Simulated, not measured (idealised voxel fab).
process module | voxel self aligned vias
It is cross-section cut that appears here, measuring 145 nm in width, its square cells being 5 nm in size.
Throughout this document, each cross-section is represented as a grid of square cells and is presented as a sequence of bands enumerated from the top downward, where a band comprises one or more rows of cells. Band entry format. Leading values: height of top, height of bottom, nm. Remainder: materials in left-to-right order, each with its width in nm. Special words: "all across" on a single material, which then fills the band edge to edge; "blank", empty space. Height is counted from the level 0, under which the received wafer is composed throughout of one material. The lowest of the bands is not closed at the bottom but continues downward, in the notation "z 0 and below". With a width like "30 to 40", each row of cells in the band differs from the next by the same amount, the top row carrying the first number and the bottom row the second. You'll sometimes find "all unchanged" written for a step, and that's the way of saying that nowhere in the cross-section did a cell change during that step. The entry "Fully sealed voids" lists the empty spaces that cover at least 8 cells and have no open path to the top. Each is written as width x height at distance, where the distance is measured from the left edge and all three values are in nm. Past the settings on a step's line: simulator remark, on that step. A step line may carry the setting "overlay nm", which, for steps involving a mask, states the distance by which the mask lay to the right of its intended position; negative values denote displacement to the left.

-- So here's the lineup of process steps we planned
1. op RECEIVE | material Si
2. op CONFORMAL_DEP | material SiO2 | thk nm 10
3. op CONFORMAL_DEP | material SiCN | thk nm 5
4. op DIRECTIONAL_DEP | material SiO2 | thk nm 30
5. op MASKED_ETCH | tone open | mask id LINES | width nm 30 | pitch nm 55 | etch materials SiO2 | depth nm 30 | overlay nm 0
6. op CONFORMAL_DEP | material TiN | thk nm 5
7. op FILL_DEP | material W | thk nm 5
8. op CMP | height nm 45
9. op SELECTIVE_ETCH | etch materials W Ru TiN | depth nm 5
10. op FILL_DEP | material SiN | thk nm 5
11. op CMP | height nm 45
12. op DIRECTIONAL_DEP | material SiO2 | thk nm 15
13. op MASKED_ETCH | tone open | mask id VIAS | width nm 30 | etch materials SiO2 | depth nm 15 | overlay nm 0
14. op MASKED_ETCH | tone open | mask id VIAS | width nm 40 | etch materials SiN | depth nm 5 | overlay nm 0
15. op CONFORMAL_DEP | material TiN | thk nm 5
16. op FILL_DEP | material Ru | thk nm 5
17. op CMP | height nm 60
18. op CONFORMAL_DEP | material SiN | thk nm 5
Be aware that, although all wafers share a common starting state, the width nm at step 13 differs among them, and the plan displays the first wafer's value.

-- Cross-section of the first of several wafers as received (after step 1)
> z 0 and below  Si all across
> Fully sealed voids: none

-- End of module, by wafer: material-by-material cell gain (+) or loss (-) since receipt, then closed voids
width nm 30 | +12 Ru | +29 SiCN | +35 SiN | +229 SiO2 | +40 TiN | +32 W | Fully sealed voids: none
width nm 35 | +14 Ru | +29 SiCN | +35 SiN | +226 SiO2 | +41 TiN | +32 W | Fully sealed voids: none
width nm 40 | +16 Ru | +29 SiCN | +35 SiN | +223 SiO2 | +42 TiN | +32 W | Fully sealed voids: none
width nm 45 | +18 Ru | +29 SiCN | +35 SiN | +220 SiO2 | +43 TiN | +32 W | Fully sealed voids: none
width nm 50 | +20 Ru | +29 SiCN | +35 SiN | +217 SiO2 | +44 TiN | +32 W | Fully sealed voids: none
width nm 55 | +22 Ru | +29 SiCN | +35 SiN | +214 SiO2 | +45 TiN | +32 W | Fully sealed voids: none
